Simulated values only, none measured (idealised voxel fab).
The process module that follows is named voxel trench capacitor.
Displayed cross-section: cut, width of 195 nm, square cells sized 5 nm.
Heads up, the way a cross-section reads in here is a grid of square cells, handed over as bands from the top down, with every band being one or more rows of cells.
Top height, bottom height, nm. Materials left to right, width each, nm. Single material + "everywhere" = fills band edge to edge. "blank" = empty.
Height reference: 0 = level under which incoming wafer is all one material. Lowest band: no bottom, runs on downward, e.g. "0 nm and below".
Quick explanation for "30 to 40": the width changes in equal steps down the rows of cells, from the first number in the band's top row to the second number in its bottom row.
"no change" means the step left every cell of the cross-section as it was.
For the entry "Closed cavities", the listed items are empty spaces with no open way to the top whose size is 8 cells or more; each item follows the pattern width x height at distance, where distance is from the left edge and all three are in nm.
It should be noted that, on the line of a given step, the content following the step's settings is a remark produced by the simulator itself with respect to that step.
The setting "overlay nm" may be written on the line of a step. When the step uses a mask, the value reports how far to the right of the planned place the mask lay, and a negative value reports that it lay to the left.

**Set out below are the planned steps of the process**
| 1 | op RECEIVE | material Si |
| 2 | op CONFORMAL_DEP | material SiN | thk nm 5 |
| 3 | op DIRECTIONAL_DEP | material aC | thk nm 15 |
| 4 | op PATTERN | tone open | mask id TRENCH | material resist | width nm 25 | pitch nm 55 | thk nm 35 | overlay nm 0 |
| 5 | op DIRECTIONAL_ETCH | etch materials aC | depth nm 15 |
| 6 | op STRIP | etch materials resist |
| 7 | op DIRECTIONAL_ETCH | etch materials SiN | depth nm 5 |
| 8 | op DIRECTIONAL_ETCH | etch materials Si | depth nm 35 |
| 9 | op STRIP | etch materials aC |
| 10 | op CONFORMAL_DEP | material SiO2 | thk nm 5 |
| 11 | op FILL_DEP | material polySi | thk nm 10 |
| 12 | op CMP | height nm 5 |

**Cross-section, incoming material, after step 1**
    0 nm and below  Si everywhere
    Closed cavities: none

**This is how the wafer looks in cross-section once the module is done, given the starting state and plan above and one mistake in carrying the plan out**
    5 nm to 0 nm  30 of SiN | 5 of SiO2 | 15 of polySi | 5 of SiO2 | 30 of SiN | 5 of SiO2 | 15 of polySi | 5 of SiO2 | 30 of SiN | 5 of SiO2 | 15 of polySi | 5 of SiO2 | 30 of SiN
    0 nm to -35 nm  30 of Si | 5 of SiO2 | 15 of polySi | 5 of SiO2 | 30 of Si | 5 of SiO2 | 15 of polySi | 5 of SiO2 | 30 of Si | 5 of SiO2 | 15 of polySi | 5 of SiO2 | 30 of Si
    -35 nm to -40 nm  30 of Si | 25 of SiO2 | 30 of Si | 25 of SiO2 | 30 of Si | 25 of SiO2 | 30 of Si
    -40 nm and below  Si everywhere
    Closed cavities: none
What broke from the plan during processing? off-plan run, step 8, actual operation and settings op DIRECTIONAL_ETCH | etch materials Si | depth nm 40
